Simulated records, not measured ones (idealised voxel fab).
Process module name: voxel wiring stack
Square cells of 5 nm make up the cross-section cut, whose width is 225 nm.
How to read a cross-section here: the picture is a grid of square cells, written as bands going from the top down, and any band can span one or more rows of cells. First you get the band's top height and its bottom height, in nm, and then the materials it's made of, left to right, with each width in nm. If you see a single material with "all across", that one covers the band edge to edge. "air" is empty space. Heights are reckoned from 0. Under this level, the received wafer is all of one material. The bottommost band is open-ended downward, for example "0 down". Width "30 to 40": first value at the band's top row of cells, second value at its bottom row, equal change from row to row. Given "nothing altered" for a step, no cell of the cross-section differs between before and after that step. "Closed empty spaces" lists enclosed empty spaces (at least 8 cells, no open path upward to the top), each as width x height at distance from the left edge, in nm. If you see something after the settings on a step's line, that's the simulator's own remark about that step. overlay nm: mask right of planned place by this much (step with mask). Neg. = left. The remainder of this document consists of a sequence of paired cross-sections. Each pair presents the cross-section prior to one process step together with the cross-section following it, the latter being rendered only as deep as the lowest band that underwent change. The intervening step, together with its settings, is stated beneath each pair. Because the pairs may originate from different runs of this module on the same starting wafer, a given pair is to be read as continuing from the preceding pair only where its entry headed "Pre-step" so indicates.
## Pre-step
- 90 to 75 | 75 resist; 15 air; 20 resist; 15 air; 20 resist; 15 air; 65 resist
- 75 to 60 | 65 lowk; 10 resist; 10 air; 15 lowk; 10 resist; 10 air; 15 lowk; 10 resist; 10 air; 70 lowk
- 60 to 45 | lowk all across
- 45 to 40 | SiCN all across
- 40 to 20 | 65 lowk; 5 TiN; 10 Cu; 5 TiN; 15 lowk; 5 TiN; 10 Cu; 5 TiN; 15 lowk; 5 TiN; 10 Cu; 5 TiN; 70 lowk
- 20 to 15 | 65 SiCN; 20 TiN; 15 SiCN; 20 TiN; 15 SiCN; 20 TiN; 70 SiCN
- 15 to 0 | SiO2 all across
- 0 down | Si all across
- Closed empty spaces: none
## After the Step
- 90 to 75 | 75 resist; 15 air; 20 resist; 15 air; 20 resist; 15 air; 65 resist
- 75 to 60 | 65 lowk; 10 resist; 15 air; 10 lowk; 10 resist; 15 air; 10 lowk; 10 resist; 15 air; 65 lowk
- 60 to 45 | 75 lowk; 10 air; 25 lowk; 10 air; 25 lowk; 10 air; 70 lowk
- Anything lower than 45 is untouched.
- Closed empty spaces: none
Processing between the before and after sections above: DIRECTIONAL_ETCH [etch materials lowk] [depth nm 15]
Pre-step: the cross-section after the pair above
## After the Step
- 90 to 75 | 75 resist; 15 air; 20 resist; 15 air; 20 resist; 15 air; 65 resist
- 75 to 60 | 65 lowk; 10 resist; 15 air; 10 lowk; 10 resist; 15 air; 10 lowk; 10 resist; 15 air; 65 lowk
- 60 to 45 | 75 lowk; 10 air; 25 lowk; 10 air; 25 lowk; 10 air; 70 lowk
- 45 to 40 | 75 SiCN; 10 air; 25 SiCN; 10 air; 25 SiCN; 10 air; 70 SiCN
- Anything lower than 40 is untouched.
- Closed empty spaces: none
Processing between the before and after sections above: DIRECTIONAL_ETCH [etch materials SiCN] [depth nm 5]
Pre-step: the cross-section after the pair above
## After the Step
- 75 to 60 | 65 lowk; 25 air; 10 lowk; 25 air; 10 lowk; 25 air; 65 lowk
- Anything lower than 60 is untouched.
- Closed empty spaces: none
Processing between the before and after sections above: STRIP [etch materials resist]
Pre-step: the cross-section after the pair above
## After the Step
- 80 to 75 | 70 TiN; 15 air; 20 TiN; 15 air; 20 TiN; 15 air; 70 TiN
- 75 to 65 | 65 lowk; 5 TiN; 15 air; 5 TiN; 10 lowk; 5 TiN; 15 air; 5 TiN; 10 lowk; 5 TiN; 15 air; 5 TiN; 65 lowk
- 65 to 60 | 65 lowk; 25 TiN; 10 lowk; 25 TiN; 10 lowk; 25 TiN; 65 lowk
- 60 to 45 | 75 lowk; 10 TiN; 25 lowk; 10 TiN; 25 lowk; 10 TiN; 70 lowk
- 45 to 40 | 75 SiCN; 10 TiN; 25 SiCN; 10 TiN; 25 SiCN; 10 TiN; 70 SiCN
- Anything lower than 40 is untouched.
- Closed empty spaces: none
Processing between the before and after sections above: CONFORMAL_DEP [material TiN] [thk nm 5]
Pre-step: the cross-section after the pair above
## After the Step
- 90 to 80 | Ru all across
- 80 to 75 | 70 TiN; 15 Ru; 20 TiN; 15 Ru; 20 TiN; 15 Ru; 70 TiN
- 75 to 65 | 65 lowk; 5 TiN; 15 Ru; 5 TiN; 10 lowk; 5 TiN; 15 Ru; 5 TiN; 10 lowk; 5 TiN; 15 Ru; 5 TiN; 65 lowk
- Anything lower than 65 is untouched.
- Closed empty spaces: none
Processing between the before and after sections above: FILL_DEP [material Ru] [thk nm 10]
Pre-step: the cross-section after the pair above
## After the Step
- 75 to 65 | 65 lowk; 5 TiN; 15 Ru; 5 TiN; 10 lowk; 5 TiN; 15 Ru; 5 TiN; 10 lowk; 5 TiN; 15 Ru; 5 TiN; 65 lowk
- Anything lower than 65 is untouched.
- Closed empty spaces: none
Processing between the before and after sections above: CMP [height nm 75]
Pre-step: the cross-section after the pair above
## After the Step
- 80 to 75 | SiCN all across
- Anything lower than 75 is untouched.
- Closed empty spaces: none
Processing between the before and after sections above: CONFORMAL_DEP [material SiCN] [thk nm 5]
Pre-step: the cross-section after the pair above
## After the Step
- 105 to 80 | lowk all across
- Anything lower than 80 is untouched.
- Closed empty spaces: none
Processing between the before and after sections above: DIRECTIONAL_DEP [material lowk] [thk nm 25]
Pre-step: the cross-section after the pair above
## After the Step
- 105 to 90 | 65 lowk; 20 air; 15 lowk; 20 air; 15 lowk; 20 air; 70 lowk
- Anything lower than 90 is untouched.
- Closed empty spaces: none
Processing between the before and after sections above: MASKED_ETCH [tone open] [mask id METAL_3] [width nm 20] [pitch nm 35] [etch materials lowk] [depth nm 15] [overlay nm 0]
Pre-step: the cross-section after the pair above
## After the Step
- 120 to 105 | 65 resist; 15 air; 55 resist; 15 air; 75 resist
- 105 to 90 | 65 lowk; 15 air; 5 resist; 15 lowk; 20 resist; 15 lowk; 15 air; 5 resist; 70 lowk
- Anything lower than 90 is untouched.
- Closed empty spaces: none
Processing between the before and after sections above: PATTERN [tone open] [mask id METAL_3_HOLES] [material resist] [width nm 15] [pitch nm 70] [thk nm 15] [overlay nm 0]
Pre-step: the cross-section after the pair above
## After the Step
- 120 to 105 | 65 resist; 15 air; 55 resist; 15 air; 75 resist
- 105 to 90 | 65 lowk; 15 air; 5 resist; 15 lowk; 20 resist; 15 lowk; 15 air; 5 resist; 70 lowk
- 90 to 80 | 65 lowk; 15 air; 55 lowk; 15 air; 75 lowk
- Anything lower than 80 is untouched.
- Closed empty spaces: none
Processing between the before and after sections above: DIRECTIONAL_ETCH [etch materials lowk] [depth nm 10]
Pre-step: the cross-section after the pair above
## After the Step
- 120 to 105 | 65 resist; 15 air; 55 resist; 15 air; 75 resist
- 105 to 90 | 65 lowk; 15 air; 5 resist; 15 lowk; 20 resist; 15 lowk; 15 air; 5 resist; 70 lowk
- 90 to 80 | 65 lowk; 15 air; 55 lowk; 15 air; 75 lowk
- 80 to 75 | 65 SiCN; 15 air; 55 SiCN; 15 air; 75 SiCN
- Anything lower than 75 is untouched.
- Closed empty spaces: none
Processing between the before and after sections above: DIRECTIONAL_ETCH [etch materials SiCN] [depth nm 5]
Pre-step: the cross-section after the pair above
## After the Step
- 105 to 90 | 65 lowk; 20 air; 15 lowk; 20 air; 15 lowk; 20 air; 70 lowk
- Anything lower than 90 is untouched.
- Closed empty spaces: none
Processing between the before and after sections above: STRIP [etch materials resist]
Pre-step: the cross-section after the pair above
## After the Step
- 110 to 105 | 70 TiN; 10 air; 25 TiN; 10 air; 25 TiN; 10 air; 75 TiN
- 105 to 95 | 65 lowk; 5 TiN; 10 air; 5 TiN; 15 lowk; 5 TiN; 10 air; 5 TiN; 15 lowk; 5 TiN; 10 air; 5 TiN; 70 lowk
- 95 to 90 | 65 lowk; 5 TiN; 5 air; 10 TiN; 15 lowk; 20 TiN; 15 lowk; 5 TiN; 5 air; 10 TiN; 70 lowk
- 90 to 80 | 65 lowk; 5 TiN; 5 air; 5 TiN; 55 lowk; 5 TiN; 5 air; 5 TiN; 75 lowk
- 80 to 75 | 65 SiCN; 15 TiN; 55 SiCN; 15 TiN; 75 SiCN
- Anything lower than 75 is untouched.
- Closed empty spaces: none
Processing between the before and after sections above: CONFORMAL_DEP [material TiN] [thk nm 5]
Pre-step: the cross-section after the pair above
## After the Step
- 120 to 110 | Ru all across
- 110 to 105 | 70 TiN; 10 Ru; 25 TiN; 10 Ru; 25 TiN; 10 Ru; 75 TiN
- 105 to 95 | 65 lowk; 5 TiN; 10 Ru; 5 TiN; 15 lowk; 5 TiN; 10 Ru; 5 TiN; 15 lowk; 5 TiN; 10 Ru; 5 TiN; 70 lowk
- 95 to 90 | 65 lowk; 5 TiN; 5 Ru; 10 TiN; 15 lowk; 20 TiN; 15 lowk; 5 TiN; 5 Ru; 10 TiN; 70 lowk
- 90 to 80 | 65 lowk; 5 TiN; 5 Ru; 5 TiN; 55 lowk; 5 TiN; 5 Ru; 5 TiN; 75 lowk
- Anything lower than 80 is untouched.
- Closed empty spaces: none
Processing between the before and after sections above: FILL_DEP [material Ru] [thk nm 10]
Pre-step: the cross-section after the pair above
## After the Step
- 105 to 95 | 65 lowk; 5 TiN; 10 Ru; 5 TiN; 15 lowk; 5 TiN; 10 Ru; 5 TiN; 15 lowk; 5 TiN; 10 Ru; 5 TiN; 70 lowk
- Anything lower than 95 is untouched.
- Closed empty spaces: none
Processing between the before and after sections above: CMP [height nm 105]
Pre-step: the cross-section after the pair above
## After the Step
- 110 to 105 | SiCN all across
- Anything lower than 105 is untouched.
- Closed empty spaces: none
Processing between the before and after sections above: CONFORMAL_DEP [material SiCN] [thk nm 5]
## Pre-step
- 75 to 60 | 65 lowk; 20 air; 15 lowk; 20 air; 15 lowk; 20 air; 70 lowk
- 60 to 45 | 65 lowk; 15 air; 20 lowk; 15 air; 20 lowk; 15 air; 75 lowk
- 45 to 40 | 65 SiCN; 15 air; 20 SiCN; 15 air; 20 SiCN; 15 air; 75 SiCN
- 40 to 20 | 65 lowk; 5 TiN; 10 Cu; 5 TiN; 15 lowk; 5 TiN; 10 Cu; 5 TiN; 15 lowk; 5 TiN; 10 Cu; 5 TiN; 70 lowk
- 20 to 15 | 65 SiCN; 20 TiN; 15 SiCN; 20 TiN; 15 SiCN; 20 TiN; 70 SiCN
- 15 to 0 | SiO2 all across
- 0 down | Si all across
- Closed empty spaces: none
## After the Step
- 80 to 75 | 70 aC; 10 air; 25 aC; 10 air; 25 aC; 10 air; 75 aC
- 75 to 65 | 65 lowk; 5 aC; 10 air; 5 aC; 15 lowk; 5 aC; 10 air; 5 aC; 15 lowk; 5 aC; 10 air; 5 aC; 70 lowk
- 65 to 60 | 65 lowk; 5 aC; 5 air; 10 aC; 15 lowk; 5 aC; 5 air; 10 aC; 15 lowk; 5 aC; 5 air; 10 aC; 70 lowk
- 60 to 45 | 65 lowk; 5 aC; 5 air; 5 aC; 20 lowk; 5 aC; 5 air; 5 aC; 20 lowk; 5 aC; 5 air; 5 aC; 75 lowk
- 45 to 40 | 65 SiCN; 15 aC; 20 SiCN; 15 aC; 20 SiCN; 15 aC; 75 SiCN
- Anything lower than 40 is untouched.
- Closed empty spaces: none
Processing between the before and after sections above: CONFORMAL_DEP [material aC] [thk nm 5]
Pre-step: the cross-section after the pair above
## After the Step
- 90 to 80 | Ru all across
- 80 to 75 | 70 aC; 10 Ru; 25 aC; 10 Ru; 25 aC; 10 Ru; 75 aC
- 75 to 65 | 65 lowk; 5 aC; 10 Ru; 5 aC; 15 lowk; 5 aC; 10 Ru; 5 aC; 15 lowk; 5 aC; 10 Ru; 5 aC; 70 lowk
- 65 to 60 | 65 lowk; 5 aC; 5 Ru; 10 aC; 15 lowk; 5 aC; 5 Ru; 10 aC; 15 lowk; 5 aC; 5 Ru; 10 aC; 70 lowk
- 60 to 45 | 65 lowk; 5 aC; 5 Ru; 5 aC; 20 lowk; 5 aC; 5 Ru; 5 aC; 20 lowk; 5 aC; 5 Ru; 5 aC; 75 lowk
- Anything lower than 45 is untouched.
- Closed empty spaces: none
Processing between the before and after sections above: FILL_DEP [material Ru] [thk nm 10]
Pre-step: the cross-section after the pair above
## After the Step
- 75 to 65 | 65 lowk; 5 aC; 10 Ru; 5 aC; 15 lowk; 5 aC; 10 Ru; 5 aC; 15 lowk; 5 aC; 10 Ru; 5 aC; 70 lowk
- Anything lower than 65 is untouched.
- Closed empty spaces: none
Processing between the before and after sections above: CMP [height nm 75]
Pre-step: the cross-section after the pair above
## After the Step
- 80 to 75 | SiCN all across
- Anything lower than 75 is untouched.
- Closed empty spaces: none
Processing between the before and after sections above: CONFORMAL_DEP [material SiCN] [thk nm 5]
Pre-step: the cross-section after the pair above
## After the Step
- 105 to 80 | lowk all across
- Anything lower than 80 is untouched.
- Closed empty spaces: none
Processing between the before and after sections above: DIRECTIONAL_DEP [material lowk] [thk nm 25]
Pre-step: the cross-section after the pair above
## After the Step
- 105 to 90 | 65 lowk; 20 air; 15 lowk; 20 air; 15 lowk; 20 air; 70 lowk
- Anything lower than 90 is untouched.
- Closed empty spaces: none
Processing between the before and after sections above: MASKED_ETCH [tone open] [mask id METAL_3] [width nm 20] [pitch nm 35] [etch materials lowk] [depth nm 15] [overlay nm 0]
Pre-step: the cross-section after the pair above
## After the Step
- 120 to 105 | 65 resist; 15 air; 55 resist; 15 air; 75 resist
- 105 to 90 | 65 lowk; 15 air; 5 resist; 15 lowk; 20 resist; 15 lowk; 15 air; 5 resist; 70 lowk
- Anything lower than 90 is untouched.
- Closed empty spaces: none
Processing between the before and after sections above: PATTERN [tone open] [mask id METAL_3_HOLES] [material resist] [width nm 15] [pitch nm 70] [thk nm 15] [overlay nm 0]
Pre-step: the cross-section after the pair above
## After the Step
- 120 to 105 | 65 resist; 15 air; 55 resist; 15 air; 75 resist
- 105 to 90 | 65 lowk; 15 air; 5 resist; 15 lowk; 20 resist; 15 lowk; 15 air; 5 resist; 70 lowk
- 90 to 80 | 65 lowk; 15 air; 55 lowk; 15 air; 75 lowk
- Anything lower than 80 is untouched.
- Closed empty spaces: none
Processing between the before and after sections above: DIRECTIONAL_ETCH [etch materials lowk] [depth nm 10]
Pre-step: the cross-section after the pair above
## After the Step
- 120 to 105 | 65 resist; 15 air; 55 resist; 15 air; 75 resist
- 105 to 90 | 65 lowk; 15 air; 5 resist; 15 lowk; 20 resist; 15 lowk; 15 air; 5 resist; 70 lowk
- 90 to 80 | 65 lowk; 15 air; 55 lowk; 15 air; 75 lowk
- 80 to 75 | 65 SiCN; 15 air; 55 SiCN; 15 air; 75 SiCN
- Anything lower than 75 is untouched.
- Closed empty spaces: none
Processing between the before and after sections above: DIRECTIONAL_ETCH [etch materials SiCN] [depth nm 5]
Pre-step: the cross-section after the pair above
## After the Step
- 105 to 90 | 65 lowk; 20 air; 15 lowk; 20 air; 15 lowk; 20 air; 70 lowk
- Anything lower than 90 is untouched.
- Closed empty spaces: none
Processing between the before and after sections above: STRIP [etch materials resist]
Pre-step: the cross-section after the pair above
## After the Step
- 110 to 105 | 70 TiN; 10 air; 25 TiN; 10 air; 25 TiN; 10 air; 75 TiN
- 105 to 95 | 65 lowk; 5 TiN; 10 air; 5 TiN; 15 lowk; 5 TiN; 10 air; 5 TiN; 15 lowk; 5 TiN; 10 air; 5 TiN; 70 lowk
- 95 to 90 | 65 lowk; 5 TiN; 5 air; 10 TiN; 15 lowk; 20 TiN; 15 lowk; 5 TiN; 5 air; 10 TiN; 70 lowk
- 90 to 80 | 65 lowk; 5 TiN; 5 air; 5 TiN; 55 lowk; 5 TiN; 5 air; 5 TiN; 75 lowk
- 80 to 75 | 65 SiCN; 15 TiN; 55 SiCN; 15 TiN; 75 SiCN
- Anything lower than 75 is untouched.
- Closed empty spaces: none
Processing between the before and after sections above: CONFORMAL_DEP [material TiN] [thk nm 5]
Pre-step: the cross-section after the pair above
## After the Step
- 120 to 110 | Ru all across
- 110 to 105 | 70 TiN; 10 Ru; 25 TiN; 10 Ru; 25 TiN; 10 Ru; 75 TiN
- 105 to 95 | 65 lowk; 5 TiN; 10 Ru; 5 TiN; 15 lowk; 5 TiN; 10 Ru; 5 TiN; 15 lowk; 5 TiN; 10 Ru; 5 TiN; 70 lowk
- 95 to 90 | 65 lowk; 5 TiN; 5 Ru; 10 TiN; 15 lowk; 20 TiN; 15 lowk; 5 TiN; 5 Ru; 10 TiN; 70 lowk
- 90 to 80 | 65 lowk; 5 TiN; 5 Ru; 5 TiN; 55 lowk; 5 TiN; 5 Ru; 5 TiN; 75 lowk
- Anything lower than 80 is untouched.
- Closed empty spaces: none
Processing between the before and after sections above: FILL_DEP [material Ru] [thk nm 10]
Pre-step: the cross-section after the pair above
## After the Step
- 105 to 95 | 65 lowk; 5 TiN; 10 Ru; 5 TiN; 15 lowk; 5 TiN; 10 Ru; 5 TiN; 15 lowk; 5 TiN; 10 Ru; 5 TiN; 70 lowk
- Anything lower than 95 is untouched.
- Closed empty spaces: none
Processing between the before and after sections above: CMP [height nm 105]
Pre-step: the cross-section after the pair above
## After the Step
- 110 to 105 | SiCN all across
- Anything lower than 105 is untouched.
- Closed empty spaces: none
Processing between the before and after sections above: CONFORMAL_DEP [material SiCN] [thk nm 5]
## Pre-step
- 105 to 80 | lowk all across
- 80 to 75 | SiCN all across
- 75 to 65 | 65 lowk; 5 TiN; 10 Ru; 5 TiN; 15 lowk; 5 TiN; 10 Ru; 5 TiN; 15 lowk; 5 TiN; 10 Ru; 5 TiN; 70 lowk
- 65 to 60 | 65 lowk; 5 TiN; 5 Ru; 10 TiN; 15 lowk; 5 TiN; 5 Ru; 10 TiN; 15 lowk; 5 TiN; 5 Ru; 10 TiN; 70 lowk
- 60 to 45 | 65 lowk; 5 TiN; 5 Ru; 5 TiN; 20 lowk; 5 TiN; 5 Ru; 5 TiN; 20 lowk; 5 TiN; 5 Ru; 5 TiN; 75 lowk
- 45 to 40 | 65 SiCN; 15 TiN; 20 SiCN; 15 TiN; 20 SiCN; 15 TiN; 75 SiCN
- 40 to 20 | 65 lowk; 5 TiN; 10 Cu; 5 TiN; 15 lowk; 5 TiN; 10 Cu; 5 TiN; 15 lowk; 5 TiN; 10 Cu; 5 TiN; 70 lowk
- 20 to 15 | 65 SiCN; 20 TiN; 15 SiCN; 20 TiN; 15 SiCN; 20 TiN; 70 SiCN
- 15 to 0 | SiO2 all across
- 0 down | Si all across
- Closed empty spaces: none
## After the Step
- 105 to 90 | 65 air; 20 lowk; 15 air; 20 lowk; 15 air; 20 lowk; 70 air
- Anything lower than 90 is untouched.
- Closed empty spaces: none
Processing between the before and after sections above: MASKED_ETCH [tone cover] [mask id METAL_3] [width nm 20] [pitch nm 35] [etch materials lowk] [depth nm 15] [overlay nm 0]
Pre-step: the cross-section after the pair above
## After the Step
- 120 to 105 | 65 resist; 15 air; 55 resist; 15 air; 75 resist
- 105 to 90 | 65 resist; 20 lowk; 15 resist; 20 lowk; 15 resist; 20 lowk; 70 resist
- Anything lower than 90 is untouched.
- Closed empty spaces: none
Processing between the before and after sections above: PATTERN [tone open] [mask id METAL_3_HOLES] [material resist] [width nm 15] [pitch nm 70] [thk nm 15] [overlay nm 0]
Pre-step: the cross-section after the pair above
## After the Step
- 120 to 105 | 65 resist; 15 air; 55 resist; 15 air; 75 resist
- 105 to 95 | 65 resist; 15 air; 5 lowk; 15 resist; 20 lowk; 15 resist; 15 air; 5 lowk; 70 resist
- Anything lower than 95 is untouched.
- Closed empty spaces: none
Processing between the before and after sections above: DIRECTIONAL_ETCH [etch materials lowk] [depth nm 10]
Pre-step: the cross-section after the pair above
## After the Step
- 105 to 95 | 80 air; 5 lowk; 15 air; 20 lowk; 30 air; 5 lowk; 70 air
- 95 to 90 | 65 air; 20 lowk; 15 air; 20 lowk; 15 air; 20 lowk; 70 air
- Anything lower than 90 is untouched.
- Closed empty spaces: none
Processing between the before and after sections above: STRIP [etch materials resist]
Pre-step: the cross-section after the pair above
## After the Step
- 110 to 105 | 75 air; 15 TiN; 5 air; 30 TiN; 20 air; 15 TiN; 65 air
- 105 to 95 | 75 to 60 air; 5 to 20 TiN; 5 lowk; 5 TiN; 5 air; 5 TiN; 20 lowk; 5 TiN; 20 to 5 air; 5 to 20 TiN; 5 lowk; 5 TiN; 65 air
- 95 to 90 | 65 TiN; 20 lowk; 15 TiN; 20 lowk; 15 TiN; 20 lowk; 70 TiN
- Anything lower than 90 is untouched.
- Closed empty spaces: none
Processing between the before and after sections above: CONFORMAL_DEP [material TiN] [thk nm 5]
Pre-step: the cross-section after the pair above
## After the Step
- 120 to 110 | Ru all across
- 110 to 105 | 75 Ru; 15 TiN; 5 Ru; 30 TiN; 20 Ru; 15 TiN; 65 Ru
- 105 to 95 | 75 to 60 Ru; 5 to 20 TiN; 5 lowk; 5 TiN; 5 Ru; 5 TiN; 20 lowk; 5 TiN; 20 to 5 Ru; 5 to 20 TiN; 5 lowk; 5 TiN; 65 Ru
- Anything lower than 95 is untouched.
- Closed empty spaces: none
Processing between the before and after sections above: FILL_DEP [material Ru] [thk nm 10]
Pre-step: the cross-section after the pair above
## After the Step
- 105 to 95 | 75 to 60 Ru; 5 to 20 TiN; 5 lowk; 5 TiN; 5 Ru; 5 TiN; 20 lowk; 5 TiN; 20 to 5 Ru; 5 to 20 TiN; 5 lowk; 5 TiN; 65 Ru
- Anything lower than 95 is untouched.
- Closed empty spaces: none
Processing between the before and after sections above: CMP [height nm 105]
Pre-step: the cross-section after the pair above
## After the Step
- 110 to 105 | SiCN all across
- Anything lower than 105 is untouched.
- Closed empty spaces: none
Processing between the before and after sections above: CONFORMAL_DEP [material SiCN] [thk nm 5]
